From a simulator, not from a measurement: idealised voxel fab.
The process module that follows is named voxel ribs on slabs.
Square cell edge 5 nm, section width 235 nm, ID cut.
Square cells in a grid make up a cross-section in this document, and the grid is given as bands, listed from the top down, each one or more rows of cells.
Band entry format. Leading values: height of top, height of bottom, nm. Remainder: materials in left-to-right order, each with its width in nm. Special words: "edge to edge" on a single material, which then fills the band edge to edge; "blank", empty space.
Ref level 0: as-received wafer is one material below here. Bottom band extends down with no lower bound ("0 -> down").
Width: "30..40" (first number = top row, second number = bottom row, same change from row to row of cells).
Given "identical to before" for a step, no cell of the cross-section differs between before and after that step.
If an empty space has no open way to the top and is at least 8 cells in size, "Unvented internal voids" lists it, written width x height at distance, where distance is measured from the left edge and every value is in nm.
Where a step's line continues beyond its settings, the continuation is a remark by the simulator itself on that step.
Steps that use a mask can have "overlay nm" on their line. It says how far the mask sat to the right of where it was meant to be. Negative means to the left.

# The process steps that were planned are listed below
1: RECEIVE (material Si)
2: DIRECTIONAL_DEP (material SiO2; thk nm 25)
3: DIRECTIONAL_DEP (material polySi; thk nm 25)
4: DIRECTIONAL_DEP (material aC; thk nm 10)
5: PATTERN (tone cover; mask id RIB; material resist; width nm 25; thk nm 25; overlay nm 0)
6: DIRECTIONAL_ETCH (etch materials aC; depth nm 10)
7: STRIP (etch materials resist)
8: DIRECTIONAL_ETCH (etch materials polySi; depth nm 10)
9: STRIP (etch materials aC)
10: DIRECTIONAL_DEP (material aC; thk nm 15)
11: PATTERN (tone cover; mask id SLAB; material resist; width nm 65; thk nm 35; overlay nm 0)
12: DIRECTIONAL_ETCH (etch materials aC; depth nm 15)
13: STRIP (etch materials resist)
14: DIRECTIONAL_ETCH (etch materials polySi; depth nm 15)
15: STRIP (etch materials aC)
16: FILL_DEP (material SiO2; thk nm 30)
17: CMP (height nm 70)
18: DIRECTIONAL_DEP (material W; thk nm 5)
19: PATTERN (tone cover; mask id HEATER; material resist; width nm 35; thk nm 15; overlay nm 0)
20: DIRECTIONAL_ETCH (etch materials W; depth nm 5)
21: STRIP (etch materials resist)
22: CONFORMAL_DEP (material SiN; thk nm 5)

# Run as planned: first of two wafers

# Wafer as received: cross-section following step 1
0 -> down | Si edge to edge
Unvented internal voids: none

# After step 2, in cross-section
25 -> 0 | SiO2 edge to edge
Lower than 0, everything is as it was.

# After step 3, in cross-section
50 -> 25 | polySi edge to edge
Lower than 25, everything is as it was.

# After step 4, in cross-section
60 -> 50 | aC edge to edge
Lower than 50, everything is as it was.

# After step 5, in cross-section
85 -> 60 | blank=105; resist=25; blank=105
Lower than 60, everything is as it was.

# After step 6, in cross-section
75 -> 60 | blank=105; resist=25; blank=105
60 -> 50 | blank=105; aC=25; blank=105
Lower than 50, everything is as it was.

# After step 7, in cross-section
60 -> 50 | blank=105; aC=25; blank=105
Lower than 50, everything is as it was.

# After step 8, in cross-section
60 -> 50 | blank=105; aC=25; blank=105
50 -> 40 | blank=105; polySi=25; blank=105
Lower than 40, everything is as it was.

# After step 9, in cross-section
50 -> 40 | blank=105; polySi=25; blank=105
Lower than 40, everything is as it was.

# After step 10, in cross-section
65 -> 55 | blank=105; aC=25; blank=105
55 -> 50 | aC edge to edge
50 -> 40 | aC=105; polySi=25; aC=105
Lower than 40, everything is as it was.

# After step 11, in cross-section
100 -> 65 | blank=85; resist=65; blank=85
65 -> 55 | blank=85; resist=20; aC=25; resist=20; blank=85
Lower than 55, everything is as it was.

# After step 12, in cross-section
85 -> 65 | blank=85; resist=65; blank=85
65 -> 55 | blank=85; resist=20; aC=25; resist=20; blank=85
55 -> 50 | blank=85; aC=65; blank=85
50 -> 40 | blank=85; aC=20; polySi=25; aC=20; blank=85
Lower than 40, everything is as it was.

# After step 13, in cross-section
65 -> 55 | blank=105; aC=25; blank=105
Lower than 55, everything is as it was.

# After step 14, in cross-section
65 -> 55 | blank=105; aC=25; blank=105
55 -> 50 | blank=85; aC=65; blank=85
50 -> 40 | blank=85; aC=20; polySi=25; aC=20; blank=85
40 -> 25 | blank=85; polySi=65; blank=85
Lower than 25, everything is as it was.

# After step 15, in cross-section
50 -> 40 | blank=105; polySi=25; blank=105
Lower than 40, everything is as it was.

# After step 16, in cross-section
80 -> 50 | SiO2 edge to edge
50 -> 40 | SiO2=105; polySi=25; SiO2=105
40 -> 25 | SiO2=85; polySi=65; SiO2=85
Lower than 25, everything is as it was.

# After step 17, in cross-section
70 -> 50 | SiO2 edge to edge
Lower than 50, everything is as it was.

# After step 18, in cross-section
75 -> 70 | W edge to edge
Lower than 70, everything is as it was.

# After step 19, in cross-section
90 -> 75 | blank=100; resist=35; blank=100
Lower than 75, everything is as it was.

# After step 20, in cross-section
90 -> 75 | blank=100; resist=35; blank=100
75 -> 70 | blank=100; W=35; blank=100
Lower than 70, everything is as it was.

# After step 21, in cross-section
75 -> 70 | blank=100; W=35; blank=100
Lower than 70, everything is as it was.

# After step 22, in cross-section
80 -> 75 | blank=95; SiN=45; blank=95
75 -> 70 | SiN=100; W=35; SiN=100
Lower than 70, everything is as it was.

# The remaining wafer, second of the two, started like the first and was run to the same plan, except that one mistake was made along the way; the two coincide through step 2, inclusive

# Cross-section of the second wafer when, according to plan, step 3 should have finished
40 -> 25 | polySi edge to edge
Lower than 25, everything is as it was.

# Cross-section of the second wafer when, according to plan, step 4 should have finished
50 -> 40 | aC edge to edge
Lower than 40, everything is as it was.

# Cross-section of the second wafer when, according to plan, step 5 should have finished
75 -> 50 | blank=105; resist=25; blank=105
Lower than 50, everything is as it was.

# Cross-section of the second wafer when, according to plan, step 6 should have finished
65 -> 50 | blank=105; resist=25; blank=105
50 -> 40 | blank=105; aC=25; blank=105
Lower than 40, everything is as it was.

# Cross-section of the second wafer when, according to plan, step 7 should have finished
50 -> 40 | blank=105; aC=25; blank=105
Lower than 40, everything is as it was.

# Cross-section of the second wafer when, according to plan, step 8 should have finished
50 -> 40 | blank=105; aC=25; blank=105
40 -> 30 | blank=105; polySi=25; blank=105
Lower than 30, everything is as it was.

# Cross-section of the second wafer when, according to plan, step 9 should have finished
40 -> 30 | blank=105; polySi=25; blank=105
Lower than 30, everything is as it was.

# Cross-section of the second wafer when, according to plan, step 10 should have finished
55 -> 45 | blank=105; aC=25; blank=105
45 -> 40 | aC edge to edge
40 -> 30 | aC=105; polySi=25; aC=105
Lower than 30, everything is as it was.

# Cross-section of the second wafer when, according to plan, step 11 should have finished
90 -> 55 | blank=85; resist=65; blank=85
55 -> 45 | blank=85; resist=20; aC=25; resist=20; blank=85
Lower than 45, everything is as it was.

# Cross-section of the second wafer when, according to plan, step 12 should have finished
75 -> 55 | blank=85; resist=65; blank=85
55 -> 45 | blank=85; resist=20; aC=25; resist=20; blank=85
45 -> 40 | blank=85; aC=65; blank=85
40 -> 30 | blank=85; aC=20; polySi=25; aC=20; blank=85
Lower than 30, everything is as it was.

# Cross-section of the second wafer when, according to plan, step 13 should have finished
55 -> 45 | blank=105; aC=25; blank=105
Lower than 45, everything is as it was.

# Cross-section of the second wafer when, according to plan, step 14 should have finished
55 -> 45 | blank=105; aC=25; blank=105
45 -> 40 | blank=85; aC=65; blank=85
40 -> 30 | blank=85; aC=20; polySi=25; aC=20; blank=85
30 -> 25 | blank=85; polySi=65; blank=85
Lower than 25, everything is as it was.

# Cross-section of the second wafer when, according to plan, step 15 should have finished
40 -> 30 | blank=105; polySi=25; blank=105
Lower than 30, everything is as it was.

# Cross-section of the second wafer when, according to plan, step 16 should have finished
70 -> 40 | SiO2 edge to edge
40 -> 30 | SiO2=105; polySi=25; SiO2=105
30 -> 25 | SiO2=85; polySi=65; SiO2=85
Lower than 25, everything is as it was.

Cross-section of the second wafer when, according to plan, step 17 should have finished: identical to before

# Cross-section of the second wafer when, according to plan, step 18 should have finished
75 -> 70 | W edge to edge
Lower than 70, everything is as it was.

# Cross-section of the second wafer when, according to plan, step 19 should have finished
90 -> 75 | blank=100; resist=35; blank=100
Lower than 75, everything is as it was.

# Cross-section of the second wafer when, according to plan, step 20 should have finished
90 -> 75 | blank=100; resist=35; blank=100
75 -> 70 | blank=100; W=35; blank=100
Lower than 70, everything is as it was.

# Cross-section of the second wafer when, according to plan, step 21 should have finished
75 -> 70 | blank=100; W=35; blank=100
Lower than 70, everything is as it was.

# Cross-section of the second wafer when, according to plan, step 22 should have finished
80 -> 75 | blank=95; SiN=45; blank=95
75 -> 70 | SiN=100; W=35; SiN=100
Lower than 70, everything is as it was.
Deviation noted in wafer processing: step 3 went in with a setting other than planned; the actual run was DIRECTIONAL_DEP (material polySi; thk nm 15)
Final tally in cells, some materials are higher or lower on the second wafer than on the first: SiO2: 26 more, polySi: 26 fewer
